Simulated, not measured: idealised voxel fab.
process module | voxel transistor to metal
cross-section cut | 205 nm wide | cells 5 nm
A cross-section is a grid of square cells, given in bands from the top down. A band is one or more rows of cells.
Each band's line starts with the height of the band's top and of its bottom, in nm. Then come its materials from left to right, each with its width in nm. One material with "throughout" fills the band from edge to edge. "air" is empty space.
Height 0 is the level under which the wafer as received is all one material. The lowest band goes on downwards, as in "0 down".
A width such as "30 to 40" changes by the same amount from each row of cells to the next, from the band's top row to its bottom row.
"no change" after a step means that no cell of the cross-section changed.
closed voids: empty space of 8 cells or more with no open way to the top, each as width x height at its distance from the left edge, in nm
after a step's settings: what the simulator itself notes on the step
overlay nm, on a step with a mask: how far to the right of its planned place the mask lay; to the left if negative
plan
1 op RECEIVE | material Si
2 op CONFORMAL_DEP | material SiO2 | thk nm 5
3 op CONFORMAL_DEP | material SiN | thk nm 15
4 op DIRECTIONAL_DEP | material aC | thk nm 10
5 op PATTERN | tone cover | mask id ACTIVE | material resist | width nm 120 | thk nm 30 | overlay nm 0
6 op DIRECTIONAL_ETCH | etch materials aC | depth nm 10
7 op STRIP | etch materials resist
8 op DIRECTIONAL_ETCH | etch materials SiN | depth nm 15
9 op DIRECTIONAL_ETCH | etch materials SiO2 | depth nm 5
10 op DIRECTIONAL_ETCH | etch materials Si | depth nm 30
11 op STRIP | etch materials aC
12 op FILL_DEP | material SiO2 | thk nm 5
13 op CMP | height nm 20
14 op SELECTIVE_ETCH | etch materials SiO2 | depth nm 15
15 op STRIP | etch materials SiN
16 op SELECTIVE_ETCH | etch materials SiO2 | depth nm 5
17 op OXIDIZE | depth nm 5
18 op DIRECTIONAL_DEP | material polySi | thk nm 30
19 op DIRECTIONAL_DEP | material SiCN | thk nm 15
20 op DIRECTIONAL_DEP | material aC | thk nm 10
21 op PATTERN | tone cover | mask id GATE | material resist | width nm 20 | thk nm 30 | overlay nm 0
22 op DIRECTIONAL_ETCH | etch materials aC | depth nm 10
23 op STRIP | etch materials resist
24 op DIRECTIONAL_ETCH | etch materials SiCN | depth nm 25
25 op DIRECTIONAL_ETCH | etch materials polySi | depth nm 40
26 op STRIP | etch materials aC
27 op CONFORMAL_DEP | material SiN | thk nm 10
28 op DIRECTIONAL_ETCH | etch materials SiN | depth nm 10
29 op DIRECTIONAL_ETCH | etch materials SiO2 | depth nm 5
30 op EPI | material nSi | thk nm 5
31 op FILL_DEP | material SiO2 | thk nm 5
32 op CMP | height nm 45
33 op DIRECTIONAL_DEP | material SiO2 | thk nm 15
34 op PATTERN | tone open | mask id CONTACT | material resist | width nm 20 | pitch nm 80 | thk nm 15 | overlay nm 0
35 op DIRECTIONAL_ETCH | etch materials SiO2 | depth nm 60
36 op STRIP | etch materials resist
37 op CONFORMAL_DEP | material TiN | thk nm 5
38 op FILL_DEP | material W | thk nm 5
39 op CMP | height nm 60
40 op DIRECTIONAL_DEP | material TiN | thk nm 5
41 op DIRECTIONAL_DEP | material Ru | thk nm 15
42 op MASKED_ETCH | tone cover | mask id METAL_1 | width nm 20 | pitch nm 80 | etch materials Ru | depth nm 15 | overlay nm 0
43 op MASKED_ETCH | tone cover | mask id METAL_1 | width nm 20 | pitch nm 80 | etch materials TiN | depth nm 5 | overlay nm 0
44 op FILL_DEP | material SiO2 | thk nm 5
45 op CMP | height nm 80
46 op CONFORMAL_DEP | material SiCN | thk nm 5
47 op DIRECTIONAL_DEP | material lowk | thk nm 25
48 op PATTERN | tone open | mask id METAL_2_HOLES | material resist | width nm 15 | pitch nm 80 | thk nm 20 | overlay nm 0
49 op DIRECTIONAL_ETCH | etch materials lowk | depth nm 25
50 op STRIP | etch materials resist
51 op MASKED_ETCH | tone open | mask id METAL_2 | width nm 20 | pitch nm 80 | etch materials lowk | depth nm 15 | overlay nm 0
52 op MASKED_ETCH | tone open | mask id METAL_2 | width nm 20 | pitch nm 80 | etch materials SiCN | depth nm 5 | overlay nm 0
53 op CONFORMAL_DEP | material TiN | thk nm 5
54 op FILL_DEP | material Cu | thk nm 10
55 op CMP | height nm 110
56 op CONFORMAL_DEP | material SiN | thk nm 5
as received, after step 1
  0 down: Si throughout
  closed voids: none
first wafer at the end, as planned
  115 to 110: SiN throughout
  110 to 100: lowk 50 | TiN 5 | Cu 10 | TiN 5 | lowk 60 | TiN 5 | Cu 10 | TiN 5 | lowk 55
  100 to 95: lowk 50 | TiN 5 | Cu 5 | TiN 10 | lowk 60 | TiN 5 | Cu 5 | TiN 10 | lowk 55
  95 to 85: lowk 50 | TiN 5 | Cu 5 | TiN 5 | lowk 65 | TiN 5 | Cu 5 | TiN 5 | lowk 60
  85 to 80: SiCN 50 | TiN 15 | SiCN 65 | TiN 15 | SiCN 60
  80 to 65: SiO2 50 | Ru 20 | SiO2 60 | Ru 20 | SiO2 55
  65 to 60: SiO2 50 | TiN 20 | SiO2 60 | TiN 20 | SiO2 55
  60 to 45: SiO2 50 | TiN 5 | W 10 | TiN 5 | SiO2 60 | TiN 5 | W 10 | TiN 5 | SiO2 55
  45 to 30: SiO2 50 | TiN 5 | W 10 | TiN 5 | SiO2 10 | SiN 10 | SiCN 20 | SiN 10 | SiO2 10 | TiN 5 | W 10 | TiN 5 | SiO2 55
  30 to 5: SiO2 50 | TiN 5 | W 10 | TiN 5 | SiO2 10 | SiN 10 | polySi 20 | SiN 10 | SiO2 10 | TiN 5 | W 10 | TiN 5 | SiO2 55
  5 to 0: SiO2 50 | TiN 20 | SiO2 10 | SiN 10 | polySi 20 | SiN 10 | SiO2 10 | TiN 20 | SiO2 55
  0 to -5: SiO2 35 | nSi 45 | SiO2 40 | nSi 45 | SiO2 40
  -5 to -30: SiO2 40 | Si 120 | SiO2 45
  -30 down: Si throughout
  closed voids: none
second wafer at the end: like start, like plan, one mistake
  115 to 110: SiN throughout
  110 to 100: lowk 50 | TiN 5 | Cu 10 | TiN 5 | lowk 60 | TiN 5 | Cu 10 | TiN 5 | lowk 55
  100 to 95: lowk 50 | TiN 5 | Cu 5 | TiN 10 | lowk 60 | TiN 5 | Cu 5 | TiN 10 | lowk 55
  95 to 85: lowk 50 | TiN 5 | Cu 5 | TiN 5 | lowk 65 | TiN 5 | Cu 5 | TiN 5 | lowk 60
  85 to 80: SiCN 50 | TiN 15 | SiCN 65 | TiN 15 | SiCN 60
  80 to 65: SiO2 55 | Ru 15 | SiO2 65 | Ru 15 | SiO2 55
  65 to 60: SiO2 50 | TiN 20 | SiO2 60 | TiN 20 | SiO2 55
  60 to 45: SiO2 50 | TiN 5 | W 10 | TiN 5 | SiO2 60 | TiN 5 | W 10 | TiN 5 | SiO2 55
  45 to 30: SiO2 50 | TiN 5 | W 10 | TiN 5 | SiO2 10 | SiN 10 | SiCN 20 | SiN 10 | SiO2 10 | TiN 5 | W 10 | TiN 5 | SiO2 55
  30 to 5: SiO2 50 | TiN 5 | W 10 | TiN 5 | SiO2 10 | SiN 10 | polySi 20 | SiN 10 | SiO2 10 | TiN 5 | W 10 | TiN 5 | SiO2 55
  5 to 0: SiO2 50 | TiN 20 | SiO2 10 | SiN 10 | polySi 20 | SiN 10 | SiO2 10 | TiN 20 | SiO2 55
  0 to -5: SiO2 35 | nSi 45 | SiO2 40 | nSi 45 | SiO2 40
  -5 to -30: SiO2 40 | Si 120 | SiO2 45
  -30 down: Si throughout
  closed voids: none
what went wrong: step 42 ran as: op MASKED_ETCH | tone cover | mask id METAL_1 | width nm 15 | pitch nm 80 | etch materials Ru | depth nm 15 | overlay nm 0
at the end the second wafer has, in cells: 6 fewer of Ru | 6 more of SiO2
